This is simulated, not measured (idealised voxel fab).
Process module name: voxel tone inversion
It is cross-section cut that appears here, measuring 230 nm in width, its square cells being 5 nm in size.
Just so we're on the same page, the cross-sections are grids of square cells, and they're listed out in bands top to bottom, each band one or more rows deep.
Per band: top height and bottom height in nm, followed by the left-to-right materials and their widths in nm; "edge to edge" marks a single material spanning edge to edge, "blank" marks empty space.
Counting heights begins at 0, where everything beneath is, in the wafer as received, one material. The lowest band has no bottom; it goes on downwards, as "from 0 down" shows.
Note: "30->40" means the width goes from the first number (top row of the band) to the second number (bottom row) in equal steps per row of cells.
"no modifications" for a step: no cell of the cross-section changed in that step.
Listed in "Voids lacking openings": every empty space of 8 or more cells without an open way to the top. Form: width x height at distance, the distance being from the left edge, all in nm.
Heads up: the bit after the settings on a step's line is the simulator's remark on that step.
A step line may carry the setting "overlay nm", which, for steps involving a mask, states the distance by which the mask lay to the right of its intended position; negative values denote displacement to the left.

**Here's what the planned process steps look like**
| 1 | RECEIVE, material Si |
| 2 | CONFORMAL_DEP, material SiN, thk nm 10 |
| 3 | DIRECTIONAL_DEP, material polySi, thk nm 15 |
| 4 | PATTERN, tone cover, mask id POSTS, material resist, width nm 20, pitch nm 35, thk nm 25, overlay nm 0 |
| 5 | DIRECTIONAL_ETCH, etch materials polySi, depth nm 15 |
| 6 | STRIP, etch materials resist |
| 7 | FILL_DEP, material lowk, thk nm 5 |
| 8 | CMP, height nm 25 |
| 9 | STRIP, etch materials polySi |
| 10 | CONFORMAL_DEP, material TiN, thk nm 5 |
| 11 | FILL_DEP, material W, thk nm 5 |
| 12 | CMP, height nm 25 |
| 13 | CONFORMAL_DEP, material SiN, thk nm 5 |

**First of two wafers, processed according to plan**

**The cross-section here shows the wafer as received, i.e. in its state after step 1**
> from 0 down: Si edge to edge
> Voids lacking openings: none

**Wafer after step 2 (cross-section)**
> from 10 to 0: SiN edge to edge
> Whatever lies below 0 is exactly as it was before.

**Wafer after step 3 (cross-section)**
> from 25 to 10: polySi edge to edge
> Whatever lies below 10 is exactly as it was before.

**Wafer after step 4 (cross-section)**
> from 50 to 25: 85 nm blank, 20 nm resist, 15 nm blank, 20 nm resist, 90 nm blank
> Whatever lies below 25 is exactly as it was before.

**Wafer after step 5 (cross-section)**
> from 50 to 25: 85 nm blank, 20 nm resist, 15 nm blank, 20 nm resist, 90 nm blank
> from 25 to 10: 85 nm blank, 20 nm polySi, 15 nm blank, 20 nm polySi, 90 nm blank
> Whatever lies below 10 is exactly as it was before.

**Wafer after step 6 (cross-section)**
> from 25 to 10: 85 nm blank, 20 nm polySi, 15 nm blank, 20 nm polySi, 90 nm blank
> Whatever lies below 10 is exactly as it was before.

**Wafer after step 7 (cross-section)**
> from 30 to 25: lowk edge to edge
> from 25 to 10: 85 nm lowk, 20 nm polySi, 15 nm lowk, 20 nm polySi, 90 nm lowk
> Whatever lies below 10 is exactly as it was before.

**Wafer after step 8 (cross-section)**
> from 25 to 10: 85 nm lowk, 20 nm polySi, 15 nm lowk, 20 nm polySi, 90 nm lowk
> Whatever lies below 10 is exactly as it was before.

**Wafer after step 9 (cross-section)**
> from 25 to 10: 85 nm lowk, 20 nm blank, 15 nm lowk, 20 nm blank, 90 nm lowk
> Whatever lies below 10 is exactly as it was before.

**Wafer after step 10 (cross-section)**
> from 30 to 25: 90 nm TiN, 10 nm blank, 25 nm TiN, 10 nm blank, 95 nm TiN
> from 25 to 15: 85 nm lowk, 5 nm TiN, 10 nm blank, 5 nm TiN, 15 nm lowk, 5 nm TiN, 10 nm blank, 5 nm TiN, 90 nm lowk
> from 15 to 10: 85 nm lowk, 20 nm TiN, 15 nm lowk, 20 nm TiN, 90 nm lowk
> Whatever lies below 10 is exactly as it was before.

**Wafer after step 11 (cross-section)**
> from 35 to 30: W edge to edge
> from 30 to 25: 90 nm TiN, 10 nm W, 25 nm TiN, 10 nm W, 95 nm TiN
> from 25 to 15: 85 nm lowk, 5 nm TiN, 10 nm W, 5 nm TiN, 15 nm lowk, 5 nm TiN, 10 nm W, 5 nm TiN, 90 nm lowk
> Whatever lies below 15 is exactly as it was before.

**Wafer after step 12 (cross-section)**
> from 25 to 15: 85 nm lowk, 5 nm TiN, 10 nm W, 5 nm TiN, 15 nm lowk, 5 nm TiN, 10 nm W, 5 nm TiN, 90 nm lowk
> Whatever lies below 15 is exactly as it was before.

**Wafer after step 13 (cross-section)**
> from 30 to 25: SiN edge to edge
> Whatever lies below 25 is exactly as it was before.

**The second wafer began exactly as the first did and followed the same plan, but one mistake was made while running it; through step 3 inclusive, the two wafers are identical**

**when step 4 should have ended**
> from 50 to 25: 85 nm resist, 20 nm blank, 15 nm resist, 20 nm blank, 90 nm resist
> Whatever lies below 25 is exactly as it was before.

**when step 5 should have ended**
> from 50 to 25: 85 nm resist, 20 nm blank, 15 nm resist, 20 nm blank, 90 nm resist
> from 25 to 10: 85 nm polySi, 20 nm blank, 15 nm polySi, 20 nm blank, 90 nm polySi
> Whatever lies below 10 is exactly as it was before.

**when step 6 should have ended**
> from 25 to 10: 85 nm polySi, 20 nm blank, 15 nm polySi, 20 nm blank, 90 nm polySi
> Whatever lies below 10 is exactly as it was before.

**when step 7 should have ended**
> from 30 to 25: lowk edge to edge
> from 25 to 10: 85 nm polySi, 20 nm lowk, 15 nm polySi, 20 nm lowk, 90 nm polySi
> Whatever lies below 10 is exactly as it was before.

**when step 8 should have ended**
> from 25 to 10: 85 nm polySi, 20 nm lowk, 15 nm polySi, 20 nm lowk, 90 nm polySi
> Whatever lies below 10 is exactly as it was before.

**when step 9 should have ended**
> from 25 to 10: 85 nm blank, 20 nm lowk, 15 nm blank, 20 nm lowk, 90 nm blank
> Whatever lies below 10 is exactly as it was before.

**when step 10 should have ended**
> from 30 to 25: 80 nm blank, 30 nm TiN, 5 nm blank, 30 nm TiN, 85 nm blank
> from 25 to 15: 80 nm blank, 5 nm TiN, 20 nm lowk, 5 nm TiN, 5 nm blank, 5 nm TiN, 20 nm lowk, 5 nm TiN, 85 nm blank
> from 15 to 10: 85 nm TiN, 20 nm lowk, 15 nm TiN, 20 nm lowk, 90 nm TiN
> Whatever lies below 10 is exactly as it was before.

**when step 11 should have ended**
> from 35 to 30: W edge to edge
> from 30 to 25: 80 nm W, 30 nm TiN, 5 nm W, 30 nm TiN, 85 nm W
> from 25 to 15: 80 nm W, 5 nm TiN, 20 nm lowk, 5 nm TiN, 5 nm W, 5 nm TiN, 20 nm lowk, 5 nm TiN, 85 nm W
> Whatever lies below 15 is exactly as it was before.

**when step 12 should have ended**
> from 25 to 15: 80 nm W, 5 nm TiN, 20 nm lowk, 5 nm TiN, 5 nm W, 5 nm TiN, 20 nm lowk, 5 nm TiN, 85 nm W
> Whatever lies below 15 is exactly as it was before.

**when step 13 should have ended**
> from 30 to 25: SiN edge to edge
> Whatever lies below 25 is exactly as it was before.
In executing the process, a mistake was made relative to the plan: in deviation from the planned setting, step 4 was conducted as PATTERN, tone open, mask id POSTS, material resist, width nm 20, pitch nm 35, thk nm 25, overlay nm 0
Final cells, second wafer relative to first, materials higher or lower: 30 more of TiN | 60 more of W | 90 fewer of lowk
